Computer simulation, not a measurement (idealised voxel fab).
The following is a process module called voxel capacitor over wiring.
Square cell edge 5 nm, section width 190 nm, ID cut.
Think of the cross-section as a grid of square cells. We describe it in bands, top to bottom, and each band covers one or more rows of those cells.
Each band's line starts with the height of the band's top and of its bottom, in nm. Then come its materials from left to right, each with its width in nm. One material with "full width" fills the band from edge to edge. "blank" is empty space.
It should be noted that heights are counted from 0, beneath which the wafer as supplied is of one material throughout, and that the lowest band possesses no lower boundary but continues downward, as written in "0..down".
Width: "30 to 40" (first number = top row, second number = bottom row, same change from row to row of cells).
Where a step carries "left unchanged", the cross-section came out of it unchanged, cell for cell.
Closed empty spaces (no open way to the top) of 8 cells or more are what "Listed closed voids" lists, each as width x height at distance from the left edge, nm for all three.
Note: text after step settings on the step line = simulator remark on that step.
The "overlay nm" setting may appear on a step's line; for a step that uses a mask, it gives how far to the right of its planned position the mask lay, and a negative value indicates the left.

-- plan
step 1: op RECEIVE | material Si
step 2: op CONFORMAL_DEP | material SiO2 | thk nm 10
step 3: op CONFORMAL_DEP | material SiN | thk nm 5
step 4: op DIRECTIONAL_DEP | material SiO2 | thk nm 15
step 5: op MASKED_ETCH | tone open | mask id METAL_1 | width nm 30 | pitch nm 80 | etch materials SiO2 | depth nm 15 | overlay nm 0
step 6: op MASKED_ETCH | tone open | mask id METAL_1 | width nm 30 | pitch nm 80 | etch materials SiN | depth nm 5 | overlay nm 0
step 7: op CONFORMAL_DEP | material TiN | thk nm 5
step 8: op FILL_DEP | material Ru | thk nm 10
step 9: op CMP | height nm 30
step 10: op EPI | material Ru | thk nm 5
step 11: op FILL_DEP | material SiCN | thk nm 5
step 12: op DIRECTIONAL_DEP | material SiO2 | thk nm 10
step 13: op PATTERN | tone open | mask id PLUG_1 | material resist | width nm 15 | thk nm 15 | overlay nm 0
step 14: op DIRECTIONAL_ETCH | etch materials SiO2 | depth nm 10
step 15: op DIRECTIONAL_ETCH | etch materials SiCN | depth nm 5
step 16: op STRIP | etch materials resist
step 17: op CONFORMAL_DEP | material TiN | thk nm 5
step 18: op FILL_DEP | material Cu | thk nm 10
step 19: op CMP | height nm 50
step 20: op DIRECTIONAL_DEP | material TiN | thk nm 5
step 21: op DIRECTIONAL_DEP | material HfO2 | thk nm 5
step 22: op DIRECTIONAL_DEP | material TiN | thk nm 5
step 23: op DIRECTIONAL_DEP | material aC | thk nm 10
step 24: op PATTERN | tone cover | mask id UPPER_PLATE | material resist | width nm 55 | thk nm 25 | overlay nm 0
step 25: op DIRECTIONAL_ETCH | etch materials aC | depth nm 10
step 26: op STRIP | etch materials resist
step 27: op DIRECTIONAL_ETCH | etch materials TiN | depth nm 5
step 28: op DIRECTIONAL_ETCH | etch materials HfO2 | depth nm 5
step 29: op STRIP | etch materials aC
step 30: op PATTERN | tone cover | mask id LOWER_PLATE | material resist | width nm 65 | thk nm 15 | overlay nm 0
step 31: op DIRECTIONAL_ETCH | etch materials TiN | depth nm 5
step 32: op STRIP | etch materials resist
step 33: op FILL_DEP | material SiO2 | thk nm 20
step 34: op CMP | height nm 80
step 35: op MASKED_ETCH | tone open | mask id PLUG_2 | width nm 15 | etch materials SiO2 | depth nm 15 | overlay nm 0
step 36: op CONFORMAL_DEP | material TiN | thk nm 5
step 37: op FILL_DEP | material W | thk nm 5
step 38: op CMP | height nm 80
step 39: op CONFORMAL_DEP | material SiN | thk nm 5

-- First of two wafers: run as planned

-- Step 1 complete: cross-section of the wafer as received
	0..down: Si full width
	Listed closed voids: none

-- After step 2, in cross-section
	10..0: SiO2 full width
	Rest of section, below 0: as before.

-- After step 3, in cross-section
	15..10: SiN full width
	Rest of section, below 10: as before.

-- After step 4, in cross-section
	30..15: SiO2 full width
	Rest of section, below 15: as before.

-- After step 5, in cross-section
	30..15: SiO2 40, blank 30, SiO2 50, blank 30, SiO2 40
	Rest of section, below 15: as before.

-- After step 6, in cross-section
	30..15: SiO2 40, blank 30, SiO2 50, blank 30, SiO2 40
	15..10: SiN 40, blank 30, SiN 50, blank 30, SiN 40
	Rest of section, below 10: as before.

-- After step 7, in cross-section
	35..30: TiN 45, blank 20, TiN 60, blank 20, TiN 45
	30..15: SiO2 40, TiN 5, blank 20, TiN 5, SiO2 50, TiN 5, blank 20, TiN 5, SiO2 40
	15..10: SiN 40, TiN 30, SiN 50, TiN 30, SiN 40
	Rest of section, below 10: as before.

-- After step 8, in cross-section
	45..35: Ru full width
	35..30: TiN 45, Ru 20, TiN 60, Ru 20, TiN 45
	30..15: SiO2 40, TiN 5, Ru 20, TiN 5, SiO2 50, TiN 5, Ru 20, TiN 5, SiO2 40
	Rest of section, below 15: as before.

-- After step 9, in cross-section
	30..15: SiO2 40, TiN 5, Ru 20, TiN 5, SiO2 50, TiN 5, Ru 20, TiN 5, SiO2 40
	Rest of section, below 15: as before.

-- After step 10, in cross-section
	35..30: blank 35, Ru 40, blank 40, Ru 40, blank 35
	Rest of section, below 30: as before.

-- After step 11, in cross-section
	40..35: SiCN full width
	35..30: SiCN 35, Ru 40, SiCN 40, Ru 40, SiCN 35
	Rest of section, below 30: as before.

-- After step 12, in cross-section
	50..40: SiO2 full width
	Rest of section, below 40: as before.

-- After step 13, in cross-section
	65..50: resist 55, blank 15, resist 120
	Rest of section, below 50: as before.

-- After step 14, in cross-section
	65..50: resist 55, blank 15, resist 120
	50..40: SiO2 55, blank 15, SiO2 120
	Rest of section, below 40: as before.

-- After step 15, in cross-section
	65..50: resist 55, blank 15, resist 120
	50..40: SiO2 55, blank 15, SiO2 120
	40..35: SiCN 55, blank 15, SiCN 120
	Rest of section, below 35: as before.

-- After step 16, in cross-section
	50..40: SiO2 55, blank 15, SiO2 120
	Rest of section, below 40: as before.

-- After step 17, in cross-section
	55..50: TiN 60, blank 5, TiN 125
	50..40: SiO2 55, TiN 5, blank 5, TiN 5, SiO2 120
	40..35: SiCN 55, TiN 15, SiCN 120
	Rest of section, below 35: as before.

-- After step 18, in cross-section
	65..55: Cu full width
	55..50: TiN 60, Cu 5, TiN 125
	50..40: SiO2 55, TiN 5, Cu 5, TiN 5, SiO2 120
	Rest of section, below 40: as before.

-- After step 19, in cross-section
	50..40: SiO2 55, TiN 5, Cu 5, TiN 5, SiO2 120
	Rest of section, below 40: as before.

-- After step 20, in cross-section
	55..50: TiN full width
	Rest of section, below 50: as before.

-- After step 21, in cross-section
	60..55: HfO2 full width
	Rest of section, below 55: as before.

-- After step 22, in cross-section
	65..60: TiN full width
	Rest of section, below 60: as before.

-- After step 23, in cross-section
	75..65: aC full width
	Rest of section, below 65: as before.

-- After step 24, in cross-section
	100..75: blank 55, resist 55, blank 80
	Rest of section, below 75: as before.

-- After step 25, in cross-section
	90..75: blank 55, resist 55, blank 80
	75..65: blank 55, aC 55, blank 80
	Rest of section, below 65: as before.

-- After step 26, in cross-section
	75..65: blank 55, aC 55, blank 80
	Rest of section, below 65: as before.

-- After step 27, in cross-section
	75..65: blank 55, aC 55, blank 80
	65..60: blank 55, TiN 55, blank 80
	Rest of section, below 60: as before.

-- After step 28, in cross-section
	75..65: blank 55, aC 55, blank 80
	65..60: blank 55, TiN 55, blank 80
	60..55: blank 55, HfO2 55, blank 80
	Rest of section, below 55: as before.

-- After step 29, in cross-section
	65..60: blank 55, TiN 55, blank 80
	Rest of section, below 60: as before.

-- After step 30, in cross-section
	80..65: blank 50, resist 65, blank 75
	65..60: blank 50, resist 5, TiN 55, resist 5, blank 75
	60..55: blank 50, resist 5, HfO2 55, resist 5, blank 75
	Rest of section, below 55: as before.

-- After step 31, in cross-section
	80..65: blank 50, resist 65, blank 75
	65..60: blank 50, resist 5, TiN 55, resist 5, blank 75
	60..55: blank 50, resist 5, HfO2 55, resist 5, blank 75
	55..50: blank 50, TiN 65, blank 75
	Rest of section, below 50: as before.

-- After step 32, in cross-section
	65..60: blank 55, TiN 55, blank 80
	60..55: blank 55, HfO2 55, blank 80
	Rest of section, below 55: as before.

-- After step 33, in cross-section
	85..65: SiO2 full width
	65..60: SiO2 55, TiN 55, SiO2 80
	60..55: SiO2 55, HfO2 55, SiO2 80
	55..50: SiO2 50, TiN 65, SiO2 75
	Rest of section, below 50: as before.

-- After step 34, in cross-section
	80..65: SiO2 full width
	Rest of section, below 65: as before.

-- After step 35, in cross-section
	80..65: SiO2 65, blank 15, SiO2 110
	Rest of section, below 65: as before.

-- After step 36, in cross-section
	85..80: TiN 70, blank 5, TiN 115
	80..70: SiO2 65, TiN 5, blank 5, TiN 5, SiO2 110
	70..60: SiO2 65 to 55, TiN 15 to 55, SiO2 110 to 80
	Rest of section, below 60: as before.

-- After step 37, in cross-section
	90..85: W full width
	85..80: TiN 70, W 5, TiN 115
	80..70: SiO2 65, TiN 5, W 5, TiN 5, SiO2 110
	Rest of section, below 70: as before.

-- After step 38, in cross-section
	80..70: SiO2 65, TiN 5, W 5, TiN 5, SiO2 110
	Rest of section, below 70: as before.

-- After step 39, in cross-section
	85..80: SiN full width
	Rest of section, below 80: as before.

-- second wafer: like start, like plan, one mistake. Through step 20 it matches the first wafer

-- Cross-section: second wafer, time at which step 21 was scheduled to end
	60..55: Cu full width
	Rest of section, below 55: as before.

-- Cross-section: second wafer, time at which step 22 was scheduled to end
	65..60: TiN full width
	Rest of section, below 60: as before.

-- Cross-section: second wafer, time at which step 23 was scheduled to end
	75..65: aC full width
	Rest of section, below 65: as before.

-- Cross-section: second wafer, time at which step 24 was scheduled to end
	100..75: blank 55, resist 55, blank 80
	Rest of section, below 75: as before.

-- Cross-section: second wafer, time at which step 25 was scheduled to end
	90..75: blank 55, resist 55, blank 80
	75..65: blank 55, aC 55, blank 80
	Rest of section, below 65: as before.

-- Cross-section: second wafer, time at which step 26 was scheduled to end
	75..65: blank 55, aC 55, blank 80
	Rest of section, below 65: as before.

-- Cross-section: second wafer, time at which step 27 was scheduled to end
	75..65: blank 55, aC 55, blank 80
	65..60: blank 55, TiN 55, blank 80
	Rest of section, below 60: as before.

Cross-section: second wafer, time at which step 28 was scheduled to end: left unchanged

-- Cross-section: second wafer, time at which step 29 was scheduled to end
	65..60: blank 55, TiN 55, blank 80
	Rest of section, below 60: as before.

-- Cross-section: second wafer, time at which step 30 was scheduled to end
	80..65: blank 50, resist 65, blank 75
	65..60: blank 50, resist 5, TiN 55, resist 5, blank 75
	Rest of section, below 60: as before.

Cross-section: second wafer, time at which step 31 was scheduled to end: left unchanged

-- Cross-section: second wafer, time at which step 32 was scheduled to end
	65..60: blank 55, TiN 55, blank 80
	Rest of section, below 60: as before.

-- Cross-section: second wafer, time at which step 33 was scheduled to end
	85..65: SiO2 full width
	65..60: SiO2 55, TiN 55, SiO2 80
	Rest of section, below 60: as before.

-- Cross-section: second wafer, time at which step 34 was scheduled to end
	80..65: SiO2 full width
	Rest of section, below 65: as before.

-- Cross-section: second wafer, time at which step 35 was scheduled to end
	80..65: SiO2 65, blank 15, SiO2 110
	Rest of section, below 65: as before.

-- Cross-section: second wafer, time at which step 36 was scheduled to end
	85..80: TiN 70, blank 5, TiN 115
	80..70: SiO2 65, TiN 5, blank 5, TiN 5, SiO2 110
	70..60: SiO2 65 to 55, TiN 15 to 55, SiO2 110 to 80
	Rest of section, below 60: as before.

-- Cross-section: second wafer, time at which step 37 was scheduled to end
	90..85: W full width
	85..80: TiN 70, W 5, TiN 115
	80..70: SiO2 65, TiN 5, W 5, TiN 5, SiO2 110
	Rest of section, below 70: as before.

-- Cross-section: second wafer, time at which step 38 was scheduled to end
	80..70: SiO2 65, TiN 5, W 5, TiN 5, SiO2 110
	Rest of section, below 70: as before.

-- Cross-section: second wafer, time at which step 39 was scheduled to end
	85..80: SiN full width
	Rest of section, below 80: as before.
Where did the run depart from the plan? the process deviated at step 21: the operation and settings actually run there were op DIRECTIONAL_DEP | material Cu | thk nm 5
It is noted that, at the conclusion of processing, the second wafer exhibits a higher or lower cell count for certain materials relative to the first: 38 more of Cu, 11 fewer of HfO2, 52 fewer of SiO2, 25 more of TiN
